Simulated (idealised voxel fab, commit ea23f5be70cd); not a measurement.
Process module name: voxel air gaps
Cross-section cut: width 155 nm, square cells of 5 nm.
If you're reading a cross-section in this doc, picture square cells in a grid; it comes to you as bands, top ones listed first down to the bottom, and a band can be one or more rows of cells. Within each band entry, the heights of the top and of the bottom of the band appear first, in that order and in nm; the materials of the band then follow from left to right, each with its corresponding width in nm. The designation "full width" on a single material indicates that it fills the band from edge to edge; the designation "air" indicates empty space. Measure heights from 0. That's the level where, below it, the as-received wafer is all one material. The lowest band is bottomless and extends downward; write it as in "0 -> down". Read "30 to 40" as a graded width: first number on top, second number at the bottom, same change between each pair of neighbouring rows. Key: "no alterations made" - step with no changed cell in the cross-section. Empty spaces without an open route to the top, at least 8 cells in extent, make up the entry "Enclosed void listing"; each is given as width x height at distance, where the distance is measured from the left edge, and all are in nm. Read whatever lies past the settings on a step's line as the simulator's own remark about the step. overlay nm: on a step with a mask, how far right of its planned place the mask lay; negative means left. Read the rest as pairs. Take the cross-section before one process step, then the cross-section after it, which shows only down to the lowest band that changed. Under the pair, find the step between them and its settings. Bear in mind that pairs may come from different runs of this module on the same starting wafer: link a pair to the pair above it only where its entry headed "Snapshot before" says to.

-- Snapshot before
55 -> 25 = lowk (40), TiN (5), Ru (5), TiN (5), lowk (25), TiN (5), Ru (5), TiN (5), lowk (25), TiN (5), Ru (5), TiN (5), lowk (20)
25 -> 20 = lowk (40), TiN (15), lowk (25), TiN (15), lowk (25), TiN (15), lowk (20)
20 -> 15 = SiN full width
15 -> 0 = SiO2 full width
0 -> down = Si full width
Enclosed void listing: none

-- Post-Step Snapshot
65 -> 55 = air (30), Ru (35), air (5), Ru (35), air (5), Ru (35), air (10)
No changes below 55.
Enclosed void listing: none
The process step separating the two cross-sections depicted above is as follows: EPI, material Ru, thk nm 10

Snapshot before: The prior state of this step coincides with the post-step cross-section of the pair just above.

-- Post-Step Snapshot
65 -> 55 = air (30), Ru (35), air (5), Ru (35), air (5), Ru (35), air (10)
55 -> 25 = air (40), TiN (5), Ru (5), TiN (5), air (25), TiN (5), Ru (5), TiN (5), air (25), TiN (5), Ru (5), TiN (5), air (20)
25 -> 20 = air (40), TiN (15), air (25), TiN (15), air (25), TiN (15), air (20)
No changes below 20.
Enclosed void listing: none
The process step separating the two cross-sections depicted above is as follows: SELECTIVE_ETCH, etch materials lowk, depth nm 45

Snapshot before: The prior state of this step coincides with the post-step cross-section of the pair just above.

-- Post-Step Snapshot
70 -> 65 = air (25), SiN (125), air (5)
65 -> 55 = air (25), SiN (5), Ru (35), SiN (5), Ru (35), SiN (5), Ru (35), SiN (5), air (5)
55 -> 50 = air (25), SiN (15), TiN (5), Ru (5), TiN (5), SiN (25), TiN (5), Ru (5), TiN (5), SiN (25), TiN (5), Ru (5), TiN (5), SiN (15), air (5)
50 -> 25 = air (35), SiN (5), TiN (5), Ru (5), TiN (5), SiN (5), air (15), SiN (5), TiN (5), Ru (5), TiN (5), SiN (5), air (15), SiN (5), TiN (5), Ru (5), TiN (5), SiN (5), air (15)
25 -> 20 = SiN (40), TiN (15), SiN (25), TiN (15), SiN (25), TiN (15), SiN (20)
No changes below 20.
Enclosed void listing: 15 x 25 at 60; 15 x 25 at 100
The process step separating the two cross-sections depicted above is as follows: CONFORMAL_DEP, material SiN, thk nm 5

-- Snapshot before
0 -> down = Si full width
Enclosed void listing: none

-- Post-Step Snapshot
15 -> 0 = SiN full width
No changes below 0.
Enclosed void listing: none
The process step separating the two cross-sections depicted above is as follows: CONFORMAL_DEP, material SiN, thk nm 15

Snapshot before: The prior state of this step coincides with the post-step cross-section of the pair just above.

-- Post-Step Snapshot
20 -> 0 = SiN full width
No changes below 0.
Enclosed void listing: none
The process step separating the two cross-sections depicted above is as follows: CONFORMAL_DEP, material SiN, thk nm 5

Snapshot before: The prior state of this step coincides with the post-step cross-section of the pair just above.

-- Post-Step Snapshot
55 -> 20 = lowk full width
No changes below 20.
Enclosed void listing: none
The process step separating the two cross-sections depicted above is as follows: DIRECTIONAL_DEP, material lowk, thk nm 35

Snapshot before: The prior state of this step coincides with the post-step cross-section of the pair just above.

-- Post-Step Snapshot
65 -> 55 = aC full width
No changes below 55.
Enclosed void listing: none
The process step separating the two cross-sections depicted above is as follows: DIRECTIONAL_DEP, material aC, thk nm 10

Snapshot before: The prior state of this step coincides with the post-step cross-section of the pair just above.

-- Post-Step Snapshot
95 -> 65 = resist (30), air (15), resist (25), air (15), resist (25), air (15), resist (30)
No changes below 65.
Enclosed void listing: none
The process step separating the two cross-sections depicted above is as follows: PATTERN, tone open, mask id LINES, material resist, width nm 15, pitch nm 40, thk nm 30, overlay nm 0

Snapshot before: The prior state of this step coincides with the post-step cross-section of the pair just above.

-- Post-Step Snapshot
85 -> 65 = resist (30), air (15), resist (25), air (15), resist (25), air (15), resist (30)
65 -> 55 = aC (30), air (15), aC (25), air (15), aC (25), air (15), aC (30)
No changes below 55.
Enclosed void listing: none
The process step separating the two cross-sections depicted above is as follows: DIRECTIONAL_ETCH, etch materials aC, depth nm 10

Snapshot before: The prior state of this step coincides with the post-step cross-section of the pair just above.

-- Post-Step Snapshot
65 -> 55 = aC (30), air (15), aC (25), air (15), aC (25), air (15), aC (30)
No changes below 55.
Enclosed void listing: none
The process step separating the two cross-sections depicted above is as follows: STRIP, etch materials resist

Snapshot before: The prior state of this step coincides with the post-step cross-section of the pair just above.

-- Post-Step Snapshot
65 -> 55 = aC (30), air (15), aC (25), air (15), aC (25), air (15), aC (30)
55 -> 20 = lowk (30), air (15), lowk (25), air (15), lowk (25), air (15), lowk (30)
No changes below 20.
Enclosed void listing: none
The process step separating the two cross-sections depicted above is as follows: DIRECTIONAL_ETCH, etch materials lowk, depth nm 35

Snapshot before: The prior state of this step coincides with the post-step cross-section of the pair just above.

-- Post-Step Snapshot
55 -> 20 = lowk (30), air (15), lowk (25), air (15), lowk (25), air (15), lowk (30)
No changes below 20.
Enclosed void listing: none
The process step separating the two cross-sections depicted above is as follows: STRIP, etch materials aC

Snapshot before: The prior state of this step coincides with the post-step cross-section of the pair just above.

-- Post-Step Snapshot
60 -> 55 = TiN (35), air (5), TiN (35), air (5), TiN (35), air (5), TiN (35)
55 -> 25 = lowk (30), TiN (5), air (5), TiN (5), lowk (25), TiN (5), air (5), TiN (5), lowk (25), TiN (5), air (5), TiN (5), lowk (30)
25 -> 20 = lowk (30), TiN (15), lowk (25), TiN (15), lowk (25), TiN (15), lowk (30)
No changes below 20.
Enclosed void listing: none
The process step separating the two cross-sections depicted above is as follows: CONFORMAL_DEP, material TiN, thk nm 5

Snapshot before: The prior state of this step coincides with the post-step cross-section of the pair just above.

-- Post-Step Snapshot
65 -> 60 = Ru full width
60 -> 55 = TiN (35), Ru (5), TiN (35), Ru (5), TiN (35), Ru (5), TiN (35)
55 -> 25 = lowk (30), TiN (5), Ru (5), TiN (5), lowk (25), TiN (5), Ru (5), TiN (5), lowk (25), TiN (5), Ru (5), TiN (5), lowk (30)
No changes below 25.
Enclosed void listing: none
The process step separating the two cross-sections depicted above is as follows: FILL_DEP, material Ru, thk nm 5

Snapshot before: The prior state of this step coincides with the post-step cross-section of the pair just above.

-- Post-Step Snapshot
55 -> 25 = lowk (30), TiN (5), Ru (5), TiN (5), lowk (25), TiN (5), Ru (5), TiN (5), lowk (25), TiN (5), Ru (5), TiN (5), lowk (30)
No changes below 25.
Enclosed void listing: none
The process step separating the two cross-sections depicted above is as follows: CMP, height nm 55

Snapshot before: The prior state of this step coincides with the post-step cross-section of the pair just above.

-- Post-Step Snapshot
65 -> 55 = air (20), Ru (35), air (5), Ru (35), air (5), Ru (35), air (20)
No changes below 55.
Enclosed void listing: none
The process step separating the two cross-sections depicted above is as follows: EPI, material Ru, thk nm 10

Snapshot before: The prior state of this step coincides with the post-step cross-section of the pair just above.

-- Post-Step Snapshot
65 -> 55 = air (20), Ru (35), air (5), Ru (35), air (5), Ru (35), air (20)
55 -> 25 = air (30), TiN (5), Ru (5), TiN (5), air (25), TiN (5), Ru (5), TiN (5), air (25), TiN (5), Ru (5), TiN (5), air (30)
25 -> 20 = air (30), TiN (15), air (25), TiN (15), air (25), TiN (15), air (30)
No changes below 20.
Enclosed void listing: none
The process step separating the two cross-sections depicted above is as follows: SELECTIVE_ETCH, etch materials lowk, depth nm 45

Snapshot before: The prior state of this step coincides with the post-step cross-section of the pair just above.

-- Post-Step Snapshot
70 -> 65 = air (15), SiN (125), air (15)
65 -> 55 = air (15), SiN (5), Ru (35), SiN (5), Ru (35), SiN (5), Ru (35), SiN (5), air (15)
55 -> 50 = air (15), SiN (15), TiN (5), Ru (5), TiN (5), SiN (25), TiN (5), Ru (5), TiN (5), SiN (25), TiN (5), Ru (5), TiN (5), SiN (15), air (15)
50 -> 25 = air (25), SiN (5), TiN (5), Ru (5), TiN (5), SiN (5), air (15), SiN (5), TiN (5), Ru (5), TiN (5), SiN (5), air (15), SiN (5), TiN (5), Ru (5), TiN (5), SiN (5), air (25)
25 -> 20 = SiN (30), TiN (15), SiN (25), TiN (15), SiN (25), TiN (15), SiN (30)
No changes below 20.
Enclosed void listing: 15 x 25 at 50; 15 x 25 at 90
The process step separating the two cross-sections depicted above is as follows: CONFORMAL_DEP, material SiN, thk nm 5

-- Snapshot before
65 -> 55 = aC full width
55 -> 20 = lowk full width
20 -> 15 = SiN full width
15 -> 0 = SiO2 full width
0 -> down = Si full width
Enclosed void listing: none

-- Post-Step Snapshot
95 -> 65 = air (30), resist (15), air (25), resist (15), air (25), resist (15), air (30)
No changes below 65.
Enclosed void listing: none
The process step separating the two cross-sections depicted above is as follows: PATTERN, tone cover, mask id LINES, material resist, width nm 15, pitch nm 40, thk nm 30, overlay nm 0

Snapshot before: The prior state of this step coincides with the post-step cross-section of the pair just above.

-- Post-Step Snapshot
85 -> 65 = air (30), resist (15), air (25), resist (15), air (25), resist (15), air (30)
65 -> 55 = air (30), aC (15), air (25), aC (15), air (25), aC (15), air (30)
No changes below 55.
Enclosed void listing: none
The process step separating the two cross-sections depicted above is as follows: DIRECTIONAL_ETCH, etch materials aC, depth nm 10

Snapshot before: The prior state of this step coincides with the post-step cross-section of the pair just above.

-- Post-Step Snapshot
65 -> 55 = air (30), aC (15), air (25), aC (15), air (25), aC (15), air (30)
No changes below 55.
Enclosed void listing: none
The process step separating the two cross-sections depicted above is as follows: STRIP, etch materials resist

Snapshot before: The prior state of this step coincides with the post-step cross-section of the pair just above.

-- Post-Step Snapshot
65 -> 55 = air (30), aC (15), air (25), aC (15), air (25), aC (15), air (30)
55 -> 20 = air (30), lowk (15), air (25), lowk (15), air (25), lowk (15), air (30)
No changes below 20.
Enclosed void listing: none
The process step separating the two cross-sections depicted above is as follows: DIRECTIONAL_ETCH, etch materials lowk, depth nm 35

Snapshot before: The prior state of this step coincides with the post-step cross-section of the pair just above.

-- Post-Step Snapshot
55 -> 20 = air (30), lowk (15), air (25), lowk (15), air (25), lowk (15), air (30)
No changes below 20.
Enclosed void listing: none
The process step separating the two cross-sections depicted above is as follows: STRIP, etch materials aC

Snapshot before: The prior state of this step coincides with the post-step cross-section of the pair just above.

-- Post-Step Snapshot
60 -> 55 = air (25), TiN (25), air (15), TiN (25), air (15), TiN (25), air (25)
55 -> 25 = air (25), TiN (5), lowk (15), TiN (5), air (15), TiN (5), lowk (15), TiN (5), air (15), TiN (5), lowk (15), TiN (5), air (25)
25 -> 20 = TiN (30), lowk (15), TiN (25), lowk (15), TiN (25), lowk (15), TiN (30)
No changes below 20.
Enclosed void listing: none
The process step separating the two cross-sections depicted above is as follows: CONFORMAL_DEP, material TiN, thk nm 5

Snapshot before: The prior state of this step coincides with the post-step cross-section of the pair just above.

-- Post-Step Snapshot
65 -> 60 = Ru full width
60 -> 55 = Ru (25), TiN (25), Ru (15), TiN (25), Ru (15), TiN (25), Ru (25)
55 -> 25 = Ru (25), TiN (5), lowk (15), TiN (5), Ru (15), TiN (5), lowk (15), TiN (5), Ru (15), TiN (5), lowk (15), TiN (5), Ru (25)
No changes below 25.
Enclosed void listing: none
The process step separating the two cross-sections depicted above is as follows: FILL_DEP, material Ru, thk nm 5

Snapshot before: The prior state of this step coincides with the post-step cross-section of the pair just above.

-- Post-Step Snapshot
55 -> 25 = Ru (25), TiN (5), lowk (15), TiN (5), Ru (15), TiN (5), lowk (15), TiN (5), Ru (15), TiN (5), lowk (15), TiN (5), Ru (25)
No changes below 25.
Enclosed void listing: none
The process step separating the two cross-sections depicted above is as follows: CMP, height nm 55

Snapshot before: The prior state of this step coincides with the post-step cross-section of the pair just above.

-- Post-Step Snapshot
65 -> 55 = Ru full width
No changes below 55.
Enclosed void listing: none
The process step separating the two cross-sections depicted above is as follows: EPI, material Ru, thk nm 10

Snapshot before: The prior state of this step coincides with the post-step cross-section of the pair just above.

-- Post-Step Snapshot
70 -> 65 = SiN full width
No changes below 65.
Enclosed void listing: none
The process step separating the two cross-sections depicted above is as follows: CONFORMAL_DEP, material SiN, thk nm 5
